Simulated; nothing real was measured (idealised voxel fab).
process module | voxel self aligned vias
cross-section cut | 175 nm wide | cells 5 nm
A cross-section is a grid of square cells, given in bands from the top down. A band is one or more rows of cells.
Each band's line starts with the height of the band's top and of its bottom, in nm. Then come its materials from left to right, each with its width in nm. One material with "throughout" fills the band from edge to edge. "air" is empty space.
Height 0 is the level under which the wafer as received is all one material. The lowest band goes on downwards, as in "0 down".
A width such as "30 to 40" changes by the same amount from each row of cells to the next, from the band's top row to its bottom row.
"no change" after a step means that no cell of the cross-section changed.
closed voids: empty space of 8 cells or more with no open way to the top, each as width x height at its distance from the left edge, in nm
after a step's settings: what the simulator itself notes on the step
overlay nm, on a step with a mask: how far to the right of its planned place the mask lay; to the left if negative
plan
1 op RECEIVE | material Si
2 op CONFORMAL_DEP | material SiO2 | thk nm 10
3 op CONFORMAL_DEP | material SiCN | thk nm 5
4 op DIRECTIONAL_DEP | material SiO2 | thk nm 25
5 op MASKED_ETCH | tone open | mask id LINES | width nm 25 | pitch nm 55 | etch materials SiO2 | depth nm 25 | overlay nm 0
6 op CONFORMAL_DEP | material TiN | thk nm 5
7 op FILL_DEP | material W | thk nm 5
8 op CMP | height nm 40
9 op SELECTIVE_ETCH | etch materials W Ru TiN | depth nm 5
10 op FILL_DEP | material SiN | thk nm 5
11 op CMP | height nm 40
12 op DIRECTIONAL_DEP | material SiO2 | thk nm 15
13 op DIRECTIONAL_DEP | material aC | thk nm 10
14 op PATTERN | tone open | mask id VIAS | material resist | width nm 25 | pitch nm 55 | thk nm 25 | overlay nm 0
15 op DIRECTIONAL_ETCH | etch materials aC | depth nm 10
16 op STRIP | etch materials resist
17 op DIRECTIONAL_ETCH | etch materials SiO2 | depth nm 15
18 op DIRECTIONAL_ETCH | etch materials SiN | depth nm 5
19 op STRIP | etch materials aC
20 op CONFORMAL_DEP | material TiN | thk nm 5
21 op FILL_DEP | material Ru | thk nm 5
22 op CMP | height nm 55
23 op CONFORMAL_DEP | material SiN | thk nm 5
varied across the wafers: width nm of step 14. The plan shows the first wafer's value. All wafers start alike
first wafer as received, after step 1
  0 down: Si throughout
  closed voids: none
each wafer at the end: cells of each material gained (+) or lost (-) since it was received, then its closed voids
width nm 25 | +18 Ru | +35 SiCN | +35 SiN | +270 SiO2 | +44 TiN | +18 W | closed voids: none
width nm 30 | +22 Ru | +35 SiCN | +35 SiN | +264 SiO2 | +46 TiN | +18 W | closed voids: none
width nm 35 | +26 Ru | +35 SiCN | +35 SiN | +258 SiO2 | +48 TiN | +18 W | closed voids: none
width nm 40 | +30 Ru | +35 SiCN | +35 SiN | +252 SiO2 | +50 TiN | +18 W | closed voids: none
